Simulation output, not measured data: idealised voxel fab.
This is a process module. Its name is voxel self aligned vias.
Shown is cross-section cut, with a width of 280 nm and square cells of size 5 nm.
Cross-section = grid of square cells, listed top down in bands; band = one or more rows.
Quick guide to a band line: top height, bottom height (nm) up front; then every material left to right with its width in nm. Only one material and it's marked "all across"? Then it fills the band edge to edge. And "air" just means empty space.
Ref level 0: as-received wafer is one material below here. Bottom band extends down with no lower bound ("0 and below").
The width entry "30..40" should be interpreted row by row: the top row of cells in the band takes the first number, the bottom row takes the second number, and the change between adjacent rows is uniform throughout.
Take "all unchanged" at face value: in the step it is given for, the cross-section changed in none of its cells.
The label "Trapped cavities" introduces a list of the empty spaces, 8 cells or larger, that have no open way up to the top; each entry in it reads width x height at distance, where the distance is taken from the left edge and all three are stated in nm.
Past the settings on a step's line: simulator remark, on that step.
The setting "overlay nm" may be written on the line of a step. When the step uses a mask, the value reports how far to the right of the planned place the mask lay, and a negative value reports that it lay to the left.

THIS SECTION LISTS THE PROCESS STEPS THAT WERE PLANNED
| 1 | RECEIVE (material Si) |
| 2 | CONFORMAL_DEP (material SiO2; thk nm 10) |
| 3 | CONFORMAL_DEP (material SiCN; thk nm 5) |
| 4 | DIRECTIONAL_DEP (material SiO2; thk nm 25) |
| 5 | PATTERN (tone open; mask id LINES; material resist; width nm 25; pitch nm 60; thk nm 20; overlay nm 0) |
| 6 | DIRECTIONAL_ETCH (etch materials SiO2; depth nm 25) |
| 7 | STRIP (etch materials resist) |
| 8 | CONFORMAL_DEP (material TiN; thk nm 5) |
| 9 | FILL_DEP (material Ru; thk nm 10) |
| 10 | CMP (height nm 40) |
| 11 | SELECTIVE_ETCH (etch materials W Ru TiN; depth nm 10) |
| 12 | FILL_DEP (material SiN; thk nm 5) |
| 13 | CMP (height nm 40) |
| 14 | DIRECTIONAL_DEP (material SiO2; thk nm 20) |
| 15 | MASKED_ETCH (tone open; mask id VIAS; width nm 35; pitch nm 60; etch materials SiO2; depth nm 20; overlay nm 0) |
| 16 | MASKED_ETCH (tone open; mask id VIAS; width nm 35; pitch nm 60; etch materials SiN; depth nm 10; overlay nm 0) |
| 17 | CONFORMAL_DEP (material TiN; thk nm 5) |
| 18 | FILL_DEP (material Ru; thk nm 5) |
| 19 | CMP (height nm 60) |
| 20 | CONFORMAL_DEP (material SiCN; thk nm 5) |

FIRST OF TWO WAFERS, PROCESSED ACCORDING TO PLAN

CROSS-SECTION OF THE WAFER AS IT CAME TO US, I.E., ALREADY THROUGH STEP 1
	0 and below = Si all across
	Trapped cavities: none

PRESENTED HERE IS A CROSS-SECTION OF THE WAFER AFTER STEP 2 HAS BEEN PERFORMED
	10 down to 0 = SiO2 all across
	Under the height 0 nothing was changed.

PRESENTED HERE IS A CROSS-SECTION OF THE WAFER AFTER STEP 3 HAS BEEN PERFORMED
	15 down to 10 = SiCN all across
	Under the height 10 nothing was changed.

PRESENTED HERE IS A CROSS-SECTION OF THE WAFER AFTER STEP 4 HAS BEEN PERFORMED
	40 down to 15 = SiO2 all across
	Under the height 15 nothing was changed.

PRESENTED HERE IS A CROSS-SECTION OF THE WAFER AFTER STEP 5 HAS BEEN PERFORMED
	60 down to 40 = resist 95, then air 25, then resist 35, then air 25, then resist 100
	Under the height 40 nothing was changed.

PRESENTED HERE IS A CROSS-SECTION OF THE WAFER AFTER STEP 6 HAS BEEN PERFORMED
	60 down to 40 = resist 95, then air 25, then resist 35, then air 25, then resist 100
	40 down to 15 = SiO2 95, then air 25, then SiO2 35, then air 25, then SiO2 100
	Under the height 15 nothing was changed.

PRESENTED HERE IS A CROSS-SECTION OF THE WAFER AFTER STEP 7 HAS BEEN PERFORMED
	40 down to 15 = SiO2 95, then air 25, then SiO2 35, then air 25, then SiO2 100
	Under the height 15 nothing was changed.

PRESENTED HERE IS A CROSS-SECTION OF THE WAFER AFTER STEP 8 HAS BEEN PERFORMED
	45 down to 40 = TiN 100, then air 15, then TiN 45, then air 15, then TiN 105
	40 down to 20 = SiO2 95, then TiN 5, then air 15, then TiN 5, then SiO2 35, then TiN 5, then air 15, then TiN 5, then SiO2 100
	20 down to 15 = SiO2 95, then TiN 25, then SiO2 35, then TiN 25, then SiO2 100
	Under the height 15 nothing was changed.

PRESENTED HERE IS A CROSS-SECTION OF THE WAFER AFTER STEP 9 HAS BEEN PERFORMED
	55 down to 45 = Ru all across
	45 down to 40 = TiN 100, then Ru 15, then TiN 45, then Ru 15, then TiN 105
	40 down to 20 = SiO2 95, then TiN 5, then Ru 15, then TiN 5, then SiO2 35, then TiN 5, then Ru 15, then TiN 5, then SiO2 100
	Under the height 20 nothing was changed.

PRESENTED HERE IS A CROSS-SECTION OF THE WAFER AFTER STEP 10 HAS BEEN PERFORMED
	40 down to 20 = SiO2 95, then TiN 5, then Ru 15, then TiN 5, then SiO2 35, then TiN 5, then Ru 15, then TiN 5, then SiO2 100
	Under the height 20 nothing was changed.

PRESENTED HERE IS A CROSS-SECTION OF THE WAFER AFTER STEP 11 HAS BEEN PERFORMED
	40 down to 30 = SiO2 95, then air 25, then SiO2 35, then air 25, then SiO2 100
	Under the height 30 nothing was changed.

PRESENTED HERE IS A CROSS-SECTION OF THE WAFER AFTER STEP 12 HAS BEEN PERFORMED
	45 down to 40 = SiN all across
	40 down to 30 = SiO2 95, then SiN 25, then SiO2 35, then SiN 25, then SiO2 100
	Under the height 30 nothing was changed.

PRESENTED HERE IS A CROSS-SECTION OF THE WAFER AFTER STEP 13 HAS BEEN PERFORMED
	40 down to 30 = SiO2 95, then SiN 25, then SiO2 35, then SiN 25, then SiO2 100
	Under the height 30 nothing was changed.

PRESENTED HERE IS A CROSS-SECTION OF THE WAFER AFTER STEP 14 HAS BEEN PERFORMED
	60 down to 40 = SiO2 all across
	Under the height 40 nothing was changed.

PRESENTED HERE IS A CROSS-SECTION OF THE WAFER AFTER STEP 15 HAS BEEN PERFORMED
	60 down to 40 = SiO2 90, then air 35, then SiO2 25, then air 35, then SiO2 95
	Under the height 40 nothing was changed.

PRESENTED HERE IS A CROSS-SECTION OF THE WAFER AFTER STEP 16 HAS BEEN PERFORMED
	60 down to 40 = SiO2 90, then air 35, then SiO2 25, then air 35, then SiO2 95
	40 down to 30 = SiO2 95, then air 25, then SiO2 35, then air 25, then SiO2 100
	Under the height 30 nothing was changed.

PRESENTED HERE IS A CROSS-SECTION OF THE WAFER AFTER STEP 17 HAS BEEN PERFORMED
	65 down to 60 = TiN 95, then air 25, then TiN 35, then air 25, then TiN 100
	60 down to 45 = SiO2 90, then TiN 5, then air 25, then TiN 5, then SiO2 25, then TiN 5, then air 25, then TiN 5, then SiO2 95
	45 down to 35 = SiO2 90..95, then TiN 10..5, then air 15, then TiN 10..5, then SiO2 25..35, then TiN 10..5, then air 15, then TiN 10..5, then SiO2 95..100
	35 down to 30 = SiO2 95, then TiN 25, then SiO2 35, then TiN 25, then SiO2 100
	Under the height 30 nothing was changed.

PRESENTED HERE IS A CROSS-SECTION OF THE WAFER AFTER STEP 18 HAS BEEN PERFORMED
	70 down to 65 = Ru all across
	65 down to 60 = TiN 95, then Ru 25, then TiN 35, then Ru 25, then TiN 100
	60 down to 45 = SiO2 90, then TiN 5, then Ru 25, then TiN 5, then SiO2 25, then TiN 5, then Ru 25, then TiN 5, then SiO2 95
	45 down to 35 = SiO2 90..95, then TiN 10..5, then Ru 15, then TiN 10..5, then SiO2 25..35, then TiN 10..5, then Ru 15, then TiN 10..5, then SiO2 95..100
	Under the height 35 nothing was changed.

PRESENTED HERE IS A CROSS-SECTION OF THE WAFER AFTER STEP 19 HAS BEEN PERFORMED
	60 down to 45 = SiO2 90, then TiN 5, then Ru 25, then TiN 5, then SiO2 25, then TiN 5, then Ru 25, then TiN 5, then SiO2 95
	Under the height 45 nothing was changed.

PRESENTED HERE IS A CROSS-SECTION OF THE WAFER AFTER STEP 20 HAS BEEN PERFORMED
	65 down to 60 = SiCN all across
	Under the height 60 nothing was changed.

THE SECOND WAFER: IDENTICAL TO THE FIRST AT THE OUTSET AND IN ITS PLANNED SEQUENCE, DIFFERING ONLY IN THAT ONE MISTAKE WAS MADE DURING PROCESSING; UP TO AND INCLUDING STEP 4, ITS PATH IS THE FIRST WAFER'S PATH

PLANNED END OF STEP 5: SECOND WAFER, CROSS-SECTION
	60 down to 40 = air 95, then resist 25, then air 35, then resist 25, then air 100
	Under the height 40 nothing was changed.

PLANNED END OF STEP 6: SECOND WAFER, CROSS-SECTION
	60 down to 40 = air 95, then resist 25, then air 35, then resist 25, then air 100
	40 down to 15 = air 95, then SiO2 25, then air 35, then SiO2 25, then air 100
	Under the height 15 nothing was changed.

PLANNED END OF STEP 7: SECOND WAFER, CROSS-SECTION
	40 down to 15 = air 95, then SiO2 25, then air 35, then SiO2 25, then air 100
	Under the height 15 nothing was changed.

PLANNED END OF STEP 8: SECOND WAFER, CROSS-SECTION
	45 down to 40 = air 90, then TiN 35, then air 25, then TiN 35, then air 95
	40 down to 20 = air 90, then TiN 5, then SiO2 25, then TiN 5, then air 25, then TiN 5, then SiO2 25, then TiN 5, then air 95
	20 down to 15 = TiN 95, then SiO2 25, then TiN 35, then SiO2 25, then TiN 100
	Under the height 15 nothing was changed.

PLANNED END OF STEP 9: SECOND WAFER, CROSS-SECTION
	55 down to 45 = Ru all across
	45 down to 40 = Ru 90, then TiN 35, then Ru 25, then TiN 35, then Ru 95
	40 down to 20 = Ru 90, then TiN 5, then SiO2 25, then TiN 5, then Ru 25, then TiN 5, then SiO2 25, then TiN 5, then Ru 95
	Under the height 20 nothing was changed.

PLANNED END OF STEP 10: SECOND WAFER, CROSS-SECTION
	40 down to 20 = Ru 90, then TiN 5, then SiO2 25, then TiN 5, then Ru 25, then TiN 5, then SiO2 25, then TiN 5, then Ru 95
	Under the height 20 nothing was changed.

PLANNED END OF STEP 11: SECOND WAFER, CROSS-SECTION
	40 down to 30 = air 95, then SiO2 25, then air 35, then SiO2 25, then air 100
	Under the height 30 nothing was changed.

PLANNED END OF STEP 12: SECOND WAFER, CROSS-SECTION
	45 down to 40 = SiN all across
	40 down to 30 = SiN 95, then SiO2 25, then SiN 35, then SiO2 25, then SiN 100
	Under the height 30 nothing was changed.

PLANNED END OF STEP 13: SECOND WAFER, CROSS-SECTION
	40 down to 30 = SiN 95, then SiO2 25, then SiN 35, then SiO2 25, then SiN 100
	Under the height 30 nothing was changed.

PLANNED END OF STEP 14: SECOND WAFER, CROSS-SECTION
	60 down to 40 = SiO2 all across
	Under the height 40 nothing was changed.

PLANNED END OF STEP 15: SECOND WAFER, CROSS-SECTION
	60 down to 40 = SiO2 90, then air 35, then SiO2 25, then air 35, then SiO2 95
	Under the height 40 nothing was changed.

PLANNED END OF STEP 16: SECOND WAFER, CROSS-SECTION
	60 down to 40 = SiO2 90, then air 35, then SiO2 25, then air 35, then SiO2 95
	40 down to 30 = SiN 90, then air 5, then SiO2 25, then air 5, then SiN 25, then air 5, then SiO2 25, then air 5, then SiN 95
	Under the height 30 nothing was changed.

PLANNED END OF STEP 17: SECOND WAFER, CROSS-SECTION
	65 down to 60 = TiN 95, then air 25, then TiN 35, then air 25, then TiN 100
	60 down to 45 = SiO2 90, then TiN 5, then air 25, then TiN 5, then SiO2 25, then TiN 5, then air 25, then TiN 5, then SiO2 95
	45 down to 40 = SiO2 90, then TiN 35, then SiO2 25, then TiN 35, then SiO2 95
	40 down to 30 = SiN 90, then TiN 5, then SiO2 25, then TiN 5, then SiN 25, then TiN 5, then SiO2 25, then TiN 5, then SiN 95
	Under the height 30 nothing was changed.

PLANNED END OF STEP 18: SECOND WAFER, CROSS-SECTION
	70 down to 65 = Ru all across
	65 down to 60 = TiN 95, then Ru 25, then TiN 35, then Ru 25, then TiN 100
	60 down to 45 = SiO2 90, then TiN 5, then Ru 25, then TiN 5, then SiO2 25, then TiN 5, then Ru 25, then TiN 5, then SiO2 95
	Under the height 45 nothing was changed.

PLANNED END OF STEP 19: SECOND WAFER, CROSS-SECTION
	60 down to 45 = SiO2 90, then TiN 5, then Ru 25, then TiN 5, then SiO2 25, then TiN 5, then Ru 25, then TiN 5, then SiO2 95
	Under the height 45 nothing was changed.

PLANNED END OF STEP 20: SECOND WAFER, CROSS-SECTION
	65 down to 60 = SiCN all across
	Under the height 60 nothing was changed.
Heads up, the wafer didn't run the way we planned it: off-plan run, step 5, actual operation and settings PATTERN (tone cover; mask id LINES; material resist; width nm 25; pitch nm 60; thk nm 20; overlay nm 0)
Counted in cells at the end, the second wafer holds more or fewer of these materials than the first: +60 Ru; +84 SiN; -180 SiO2; +36 TiN
